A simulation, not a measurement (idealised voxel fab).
You're looking at the process module voxel lift off.
FYI the section here is cut, 220 nm wide, cells are 5 nm squares.
When this document writes out a cross-section, it uses a grid of square cells and lists it as bands, beginning at the top and moving down, with a band standing for one or more rows of cells.
Heights first: top, then bottom, in nm. Then materials, left to right, each with a width in nm. "everywhere" on a single material: fills the band edge to edge. "blank": empty space.
Convention: height 0 is the level below which the wafer, as received, is all one material. The lowest band does not terminate at the bottom but continues downward, represented as "0..down".
A width such as "30->40" changes by the same amount from each row of cells to the next, from the band's top row to its bottom row.
Basically "no modifications" means that step didn't change any cell in the cross-section.
Entry "Non-vented voids" = empty spaces >= 8 cells with no open way to the top; each as width x height at distance, distance from left edge, all nm.
Formally, on a step line, whatever follows the settings is a remark that the simulator itself makes on the step.
overlay nm: mask offset rightward from planned place, masked step; negative means leftward offset.

## List of planned process steps
step 1: op RECEIVE | material Si
step 2: op CONFORMAL_DEP | material SiO2 | thk nm 10
step 3: op PATTERN | tone open | mask id LINES | material resist | width nm 30 | pitch nm 50 | thk nm 25 | overlay nm 0
step 4: op DIRECTIONAL_DEP | material Ru | thk nm 15
step 5: op STRIP | etch materials resist
step 6: op CONFORMAL_DEP | material SiO2 | thk nm 5

## Run as planned: first of two wafers

## Wafer cross-section on receipt, i.e. after step 1
0..down | Si everywhere
Non-vented voids: none

## Cross-section: wafer state after step 2
10..0 | SiO2 everywhere
For the remainder of the cross-section, below 0, there is no change.

## Cross-section: wafer state after step 3
35..10 | resist=70, then blank=30, then resist=20, then blank=30, then resist=70
For the remainder of the cross-section, below 10, there is no change.

## Cross-section: wafer state after step 4
50..35 | Ru=70, then blank=30, then Ru=20, then blank=30, then Ru=70
35..25 | resist=70, then blank=30, then resist=20, then blank=30, then resist=70
25..10 | resist=70, then Ru=30, then resist=20, then Ru=30, then resist=70
For the remainder of the cross-section, below 10, there is no change.

## Cross-section: wafer state after step 5
25..10 | blank=70, then Ru=30, then blank=20, then Ru=30, then blank=70
For the remainder of the cross-section, below 10, there is no change.

## Cross-section: wafer state after step 6
30..25 | blank=65, then SiO2=40, then blank=10, then SiO2=40, then blank=65
25..15 | blank=65, then SiO2=5, then Ru=30, then SiO2=5, then blank=10, then SiO2=5, then Ru=30, then SiO2=5, then blank=65
15..10 | SiO2=70, then Ru=30, then SiO2=20, then Ru=30, then SiO2=70
For the remainder of the cross-section, below 10, there is no change.

## Second wafer, same starting state and plan as the first, one mistake in the run, identical through step 2

## Cross-sectional representation of the second wafer at the time designated in the plan for the completion of step 3
35..10 | resist=75, then blank=20, then resist=30, then blank=20, then resist=75
For the remainder of the cross-section, below 10, there is no change.

## Cross-sectional representation of the second wafer at the time designated in the plan for the completion of step 4
50..35 | Ru=75, then blank=20, then Ru=30, then blank=20, then Ru=75
35..25 | resist=75, then blank=20, then resist=30, then blank=20, then resist=75
25..10 | resist=75, then Ru=20, then resist=30, then Ru=20, then resist=75
For the remainder of the cross-section, below 10, there is no change.

## Cross-sectional representation of the second wafer at the time designated in the plan for the completion of step 5
25..10 | blank=75, then Ru=20, then blank=30, then Ru=20, then blank=75
For the remainder of the cross-section, below 10, there is no change.

## Cross-sectional representation of the second wafer at the time designated in the plan for the completion of step 6
30..25 | blank=70, then SiO2=30, then blank=20, then SiO2=30, then blank=70
25..15 | blank=70, then SiO2=5, then Ru=20, then SiO2=5, then blank=20, then SiO2=5, then Ru=20, then SiO2=5, then blank=70
15..10 | SiO2=75, then Ru=20, then SiO2=30, then Ru=20, then SiO2=75
For the remainder of the cross-section, below 10, there is no change.
what went wrong: the process deviated at step 3: the operation and settings actually run there were op PATTERN | tone open | mask id LINES | material resist | width nm 20 | pitch nm 50 | thk nm 25 | overlay nm 0
Final tally in cells, some materials are higher or lower on the second wafer than on the first: 12 fewer of Ru
